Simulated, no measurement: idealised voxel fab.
Presented below is a process module, voxel self aligned contacts.
In the cross-section labelled cut, the width is 260 nm and each square cell is 5 nm.
Just so we're on the same page, the cross-sections are grids of square cells, and they're listed out in bands top to bottom, each band one or more rows deep. Quick guide to a band line: top height, bottom height (nm) up front; then every material left to right with its width in nm. Only one material and it's marked "throughout"? Then it fills the band edge to edge. And "blank" just means empty space. Counting heights begins at 0, where everything beneath is, in the wafer as received, one material. The lowest band has no bottom; it goes on downwards, as "from 0 down" shows. Read "30 to 40" as a graded width: first number on top, second number at the bottom, same change between each pair of neighbouring rows. Key: "changes: none" - step with no changed cell in the cross-section. In "Closed void entries" the enclosed voids are listed, meaning empty spaces of 8 cells or larger without any opening to the top. The form is width x height at distance, distance from the left edge, units nm. Heads up: the bit after the settings on a step's line is the simulator's remark on that step. The line of a step may include "overlay nm". On a step with a mask, this value is how far to the right of its planned place the mask lay. A negative value means the mask lay to the left.

PROCESS STEPS FORESEEN IN THE PLAN
1,RECEIVE,material Si
2,CONFORMAL_DEP,material SiO2,thk nm 5
3,DIRECTIONAL_DEP,material polySi,thk nm 30
4,DIRECTIONAL_DEP,material SiN,thk nm 25
5,MASKED_ETCH,tone cover,mask id GATE,width nm 15,pitch nm 60,etch materials SiN,depth nm 25,overlay nm 0
6,MASKED_ETCH,tone cover,mask id GATE,width nm 25,pitch nm 60,etch materials polySi,depth nm 30,overlay nm 0
7,CONFORMAL_DEP,material SiN,thk nm 10
8,DIRECTIONAL_ETCH,etch materials SiN,depth nm 10
9,FILL_DEP,material SiO2,thk nm 15
10,CMP,height nm 65
11,MASKED_ETCH,tone open,mask id CONTACT,width nm 45,pitch nm 60,etch materials SiO2,depth nm 65,overlay nm 0
12,CONFORMAL_DEP,material TiN,thk nm 5
13,FILL_DEP,material W,thk nm 5
14,CMP,height nm 65
15,CONFORMAL_DEP,material SiCN,thk nm 5
Wafer-to-wafer difference: width nm, step 5. Common start. Plan = first wafer's value.

SO THIS IS THE FIRST OF SEVERAL WAFERS, CROSS-SECTIONED AS IT CAME TO US, MEANING IT'S AT THE END OF STEP 1
	from 0 down = Si throughout
	Closed void entries: none

LAST STEP OF THE MODULE IS STEP 15; AFTER IT, THE FIRST OF SEVERAL WAFERS IN CROSS-SECTION
	from 70 to 65 = SiCN throughout
	from 65 to 60 = SiO2 75 / TiN 15 / W 15 / TiN 15 / SiO2 15 / TiN 15 / W 15 / TiN 15 / SiO2 80
	from 60 to 40 = SiO2 50 / SiN 35 / TiN 5 / W 15 / TiN 5 / SiN 35 / TiN 5 / W 15 / TiN 5 / SiN 35 / SiO2 55
	from 40 to 35 = SiO2 50 / SiN 35 / TiN 10 / W 5 / TiN 10 / SiN 35 / TiN 10 / W 5 / TiN 10 / SiN 35 / SiO2 55
	from 35 to 5 = SiO2 45 / SiN 10 / polySi 25 / SiN 10 / TiN 5 / W 5 / TiN 5 / SiN 10 / polySi 25 / SiN 10 / TiN 5 / W 5 / TiN 5 / SiN 10 / polySi 25 / SiN 10 / SiO2 50
	from 5 to 0 = SiO2 90 / TiN 15 / SiO2 45 / TiN 15 / SiO2 95
	from 0 down = Si throughout
	Closed void entries: none

THE LAST WAFER AS SEEN IN CROSS-SECTION AT THE END OF THE MODULE
	from 70 to 65 = SiCN throughout
	from 65 to 60 = SiO2 75 / TiN 45 / SiO2 15 / TiN 45 / SiO2 80
	from 60 to 35 = SiO2 40 / SiN 180 / SiO2 40
	from 35 to 5 = SiO2 40 / SiN 10 / polySi 40 / SiN 20 / polySi 40 / SiN 20 / polySi 40 / SiN 10 / SiO2 40
	from 5 to 0 = SiO2 throughout
	from 0 down = Si throughout
	Closed void entries: none

NOTE: THE FOLLOWING TABLE IS ARRANGED BY WAFER, A ROW APIECE. EACH ROW REPORTS THE END-OF-MODULE STATE: PER MATERIAL, CELLS GAINED (+) OR CELLS LOST (-) COMPARED WITH THE WAFER AS RECEIVED; CLOSED VOIDS FOLLOW
width nm 15; +52 SiCN; +177 SiN; +299 SiO2; +66 TiN; +44 W; +90 polySi; Closed void entries: none
width nm 20; +52 SiCN; +192 SiN; +294 SiO2; +66 TiN; +34 W; +90 polySi; Closed void entries: none
width nm 25; +52 SiCN; +207 SiN; +289 SiO2; +66 TiN; +24 W; +90 polySi; Closed void entries: none
width nm 30; +52 SiCN; +222 SiN; +280 SiO2; +66 TiN; +108 polySi; Closed void entries: none
width nm 35; +52 SiCN; +237 SiN; +271 SiO2; +42 TiN; +126 polySi; Closed void entries: none
width nm 40; +52 SiCN; +252 SiN; +262 SiO2; +18 TiN; +144 polySi; Closed void entries: none
